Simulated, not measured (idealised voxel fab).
This section sets out a process module, namely voxel tone inversion.
The figure presents cross-section cut, which has a width of 200 nm and is divided into square cells with an edge length of 5 nm.
Cross-section format: a grid of square cells, given as bands from top to bottom; each band is one or more rows of cells.
Look at the band entry: it leads with the top's height and the bottom's height in nm. Then it lists the materials left to right, with a width in nm for each. The word "all across" on a single material says that material fills the band edge to edge. The word "empty" is empty space.
It should be noted that heights are counted from 0, beneath which the wafer as supplied is of one material throughout, and that the lowest band possesses no lower boundary but continues downward, as written in "top 0, no bottom".
You'd read "30..40" like this: the band's top row of cells is as wide as the first number, its bottom row is as wide as the second, and going down, every row changes width by the same amount as the row before did.
Any step labelled "no alterations made" changed none of the cells in the cross-section.
Listed in "Cavities, sealed": every empty space of 8 or more cells without an open way to the top. Form: width x height at distance, the distance being from the left edge, all in nm.
On a step's line, text after the settings is the simulator commenting on that step.
"overlay nm" on a masked step: distance the mask lay right of its planned place, negative for left.
# The planned process steps are enumerated hereunder
1,RECEIVE [material Si]
2,CONFORMAL_DEP [material SiCN] [thk nm 5]
3,DIRECTIONAL_DEP [material polySi] [thk nm 25]
4,PATTERN [tone cover] [mask id POSTS] [material resist] [width nm 25] [pitch nm 45] [thk nm 30] [overlay nm 0]
5,DIRECTIONAL_ETCH [etch materials polySi] [depth nm 25]
6,STRIP [etch materials resist]
7,FILL_DEP [material lowk] [thk nm 10]
8,CMP [height nm 30]
9,STRIP [etch materials polySi]
10,CONFORMAL_DEP [material TiN] [thk nm 5]
11,FILL_DEP [material Cu] [thk nm 10]
12,CMP [height nm 30]
13,CONFORMAL_DEP [material SiN] [thk nm 5]
# As received (post step 1): cross-section
  top 0, no bottom  Si all across
  Cavities, sealed: none
# Cross-section, first of two wafers, end of module, run as planned
  top 35, bottom 30  SiN all across
  top 30, bottom 10  lowk=40, TiN=5, Cu=15, TiN=5, lowk=20, TiN=5, Cu=15, TiN=5, lowk=20, TiN=5, Cu=15, TiN=5, lowk=45
  top 10, bottom 5  lowk=40, TiN=25, lowk=20, TiN=25, lowk=20, TiN=25, lowk=45
  top 5, bottom 0  SiCN all across
  top 0, no bottom  Si all across
  Cavities, sealed: none
# Cross-section at end of module for the second wafer of two, which matched the first in starting point and plan and differed by one mistake in its processing
  top 35, bottom 30  SiN all across
  top 30, bottom 10  lowk=45, TiN=5, Cu=15, TiN=5, lowk=20, TiN=5, Cu=15, TiN=5, lowk=20, TiN=5, Cu=15, TiN=5, lowk=40
  top 10, bottom 5  lowk=45, TiN=25, lowk=20, TiN=25, lowk=20, TiN=25, lowk=40
  top 5, bottom 0  SiCN all across
  top 0, no bottom  Si all across
  Cavities, sealed: none
Against the plan, the run slipped here: step 4: run off-plan, actual operation and settings PATTERN [tone cover] [mask id POSTS] [material resist] [width nm 25] [pitch nm 45] [thk nm 30] [overlay nm 5]
At the end, each material covers as many cells on the second wafer as it does on the first, though the cells it covers are elsewhere.
